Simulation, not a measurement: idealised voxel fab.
A process module follows: voxel wiring stack.
Pictured: cross-section cut, 260 nm wide, on a grid of 5 nm square cells.
Reading order for cross-sections: top band down to bottom band. Underlying form: a grid of square cells. Band size: one or more rows of cells.
Look at the band entry: it leads with the top's height and the bottom's height in nm. Then it lists the materials left to right, with a width in nm for each. The word "all across" on a single material says that material fills the band edge to edge. The word "blank" is empty space.
Measure heights from 0. That's the level where, below it, the as-received wafer is all one material. The lowest band is bottomless and extends downward; write it as in "0 -> down".
Note: "30..40" means the width goes from the first number (top row of the band) to the second number (bottom row) in equal steps per row of cells.
"nothing was modified", as given for a step, is the statement that not any cell of the cross-section underwent a change during that step.
For the entry "Closed empty spaces", the listed items are empty spaces with no open way to the top whose size is 8 cells or more; each item follows the pattern width x height at distance, where distance is from the left edge and all three are in nm.
Text after the settings on a step's line: the simulator's own remark on that step.
The optional step-line setting "overlay nm" applies to steps with a mask and quantifies how far to the right of its planned location the mask lay, a negative value indicating leftward placement.
Here's what the planned process steps look like
- 1: RECEIVE,material Si
- 2: CONFORMAL_DEP,material SiO2,thk nm 15
- 3: CONFORMAL_DEP,material SiCN,thk nm 5
- 4: DIRECTIONAL_DEP,material lowk,thk nm 15
- 5: DIRECTIONAL_DEP,material aC,thk nm 10
- 6: PATTERN,tone open,mask id METAL_1,material resist,width nm 30,pitch nm 45,thk nm 30,overlay nm 0
- 7: DIRECTIONAL_ETCH,etch materials aC,depth nm 10
- 8: STRIP,etch materials resist
- 9: DIRECTIONAL_ETCH,etch materials lowk,depth nm 15
- 10: DIRECTIONAL_ETCH,etch materials SiCN,depth nm 5
- 11: STRIP,etch materials aC
- 12: CONFORMAL_DEP,material TiN,thk nm 5
- 13: FILL_DEP,material Ru,thk nm 10
- 14: CMP,height nm 35
- 15: CONFORMAL_DEP,material SiCN,thk nm 5
- 16: DIRECTIONAL_DEP,material SiO2,thk nm 30
- 17: PATTERN,tone open,mask id METAL_2,material resist,width nm 30,pitch nm 45,thk nm 20,overlay nm 0
- 18: DIRECTIONAL_ETCH,etch materials SiO2,depth nm 20
- 19: STRIP,etch materials resist
- 20: PATTERN,tone open,mask id METAL_2_HOLES,material resist,width nm 15,pitch nm 45,thk nm 20,overlay nm 0
- 21: DIRECTIONAL_ETCH,etch materials SiO2,depth nm 10
- 22: DIRECTIONAL_ETCH,etch materials SiCN,depth nm 5
- 23: STRIP,etch materials resist
- 24: CONFORMAL_DEP,material TiN,thk nm 5
- 25: FILL_DEP,material Cu,thk nm 5
- 26: CMP,height nm 70
- 27: CONFORMAL_DEP,material SiCN,thk nm 5
- 28: DIRECTIONAL_DEP,material lowk,thk nm 30
- 29: DIRECTIONAL_DEP,material aC,thk nm 15
- 30: PATTERN,tone open,mask id METAL_3_HOLES,material resist,width nm 15,pitch nm 45,thk nm 35,overlay nm 0
- 31: DIRECTIONAL_ETCH,etch materials aC,depth nm 15
- 32: STRIP,etch materials resist
- 33: DIRECTIONAL_ETCH,etch materials lowk,depth nm 30
- 34: STRIP,etch materials aC
- 35: MASKED_ETCH,tone open,mask id METAL_3,width nm 30,pitch nm 45,etch materials lowk,depth nm 15,overlay nm 0
- 36: MASKED_ETCH,tone open,mask id METAL_3,width nm 30,pitch nm 45,etch materials SiCN,depth nm 5,overlay nm 0
- 37: CONFORMAL_DEP,material TiN,thk nm 5
- 38: FILL_DEP,material Cu,thk nm 5
- 39: CMP,height nm 105
- 40: CONFORMAL_DEP,material SiCN,thk nm 5
Cross-section, incoming material, after step 1
- 0 -> down = Si all across
- Closed empty spaces: none
The first of two wafers, cross-sectioned at the end of the module, with the run proceeding as planned
- 110 -> 105 = SiCN all across
- 105 -> 95 = lowk 45 | TiN 5 | Cu 20 | TiN 5 | lowk 15 | TiN 5 | Cu 20 | TiN 5 | lowk 15 | TiN 5 | Cu 20 | TiN 5 | lowk 15 | TiN 5 | Cu 20 | TiN 5 | lowk 50
- 95 -> 90 = lowk 45 | TiN 5 | Cu 5 | TiN 20 | lowk 15 | TiN 5 | Cu 5 | TiN 20 | lowk 15 | TiN 5 | Cu 5 | TiN 20 | lowk 15 | TiN 5 | Cu 5 | TiN 20 | lowk 50
- 90 -> 75 = lowk 45 | TiN 5 | Cu 5 | TiN 5 | lowk 30 | TiN 5 | Cu 5 | TiN 5 | lowk 30 | TiN 5 | Cu 5 | TiN 5 | lowk 30 | TiN 5 | Cu 5 | TiN 5 | lowk 65
- 75 -> 70 = SiCN 45 | TiN 15 | SiCN 30 | TiN 15 | SiCN 30 | TiN 15 | SiCN 30 | TiN 15 | SiCN 65
- 70 -> 55 = SiO2 45 | TiN 5 | Cu 20 | TiN 5 | SiO2 15 | TiN 5 | Cu 20 | TiN 5 | SiO2 15 | TiN 5 | Cu 20 | TiN 5 | SiO2 15 | TiN 5 | Cu 20 | TiN 5 | SiO2 50
- 55 -> 50 = SiO2 45 | TiN 5 | Cu 5 | TiN 20 | SiO2 15 | TiN 5 | Cu 5 | TiN 20 | SiO2 15 | TiN 5 | Cu 5 | TiN 20 | SiO2 15 | TiN 5 | Cu 5 | TiN 20 | SiO2 50
- 50 -> 40 = SiO2 45 | TiN 5 | Cu 5 | TiN 5 | SiO2 30 | TiN 5 | Cu 5 | TiN 5 | SiO2 30 | TiN 5 | Cu 5 | TiN 5 | SiO2 30 | TiN 5 | Cu 5 | TiN 5 | SiO2 65
- 40 -> 35 = SiCN 45 | TiN 15 | SiCN 30 | TiN 15 | SiCN 30 | TiN 15 | SiCN 30 | TiN 15 | SiCN 65
- 35 -> 20 = lowk 45 | TiN 5 | Ru 20 | TiN 5 | lowk 15 | TiN 5 | Ru 20 | TiN 5 | lowk 15 | TiN 5 | Ru 20 | TiN 5 | lowk 15 | TiN 5 | Ru 20 | TiN 5 | lowk 50
- 20 -> 15 = SiCN 45 | TiN 30 | SiCN 15 | TiN 30 | SiCN 15 | TiN 30 | SiCN 15 | TiN 30 | SiCN 50
- 15 -> 0 = SiO2 all across
- 0 -> down = Si all across
- Closed empty spaces: none
Cross-section at end of module for the second wafer of two, which matched the first in starting point and plan and differed by one mistake in its processing
- 110 -> 105 = SiCN all across
- 105 -> 100 = SiCN 45 | TiN 30 | SiCN 15 | TiN 30 | SiCN 15 | TiN 30 | SiCN 15 | TiN 30 | SiCN 50
- 100 -> 70 = lowk all across
- 70 -> 55 = SiO2 45 | TiN 5 | Cu 20 | TiN 5 | SiO2 15 | TiN 5 | Cu 20 | TiN 5 | SiO2 15 | TiN 5 | Cu 20 | TiN 5 | SiO2 15 | TiN 5 | Cu 20 | TiN 5 | SiO2 50
- 55 -> 50 = SiO2 45 | TiN 5 | Cu 5 | TiN 20 | SiO2 15 | TiN 5 | Cu 5 | TiN 20 | SiO2 15 | TiN 5 | Cu 5 | TiN 20 | SiO2 15 | TiN 5 | Cu 5 | TiN 20 | SiO2 50
- 50 -> 40 = SiO2 45 | TiN 5 | Cu 5 | TiN 5 | SiO2 30 | TiN 5 | Cu 5 | TiN 5 | SiO2 30 | TiN 5 | Cu 5 | TiN 5 | SiO2 30 | TiN 5 | Cu 5 | TiN 5 | SiO2 65
- 40 -> 35 = SiCN 45 | TiN 15 | SiCN 30 | TiN 15 | SiCN 30 | TiN 15 | SiCN 30 | TiN 15 | SiCN 65
- 35 -> 20 = lowk 45 | TiN 5 | Ru 20 | TiN 5 | lowk 15 | TiN 5 | Ru 20 | TiN 5 | lowk 15 | TiN 5 | Ru 20 | TiN 5 | lowk 15 | TiN 5 | Ru 20 | TiN 5 | lowk 50
- 20 -> 15 = SiCN 45 | TiN 30 | SiCN 15 | TiN 30 | SiCN 15 | TiN 30 | SiCN 15 | TiN 30 | SiCN 50
- 15 -> 0 = SiO2 all across
- 0 -> down = Si all across
- Closed empty spaces: none
What went wrong in running the wafer? transposition of steps 27 and 28 relative to the planned sequence
Heads up, by the end the second wafer has more or fewer cells of some materials compared to the first: -48 Cu, -12 SiCN, -48 TiN, +108 lowk
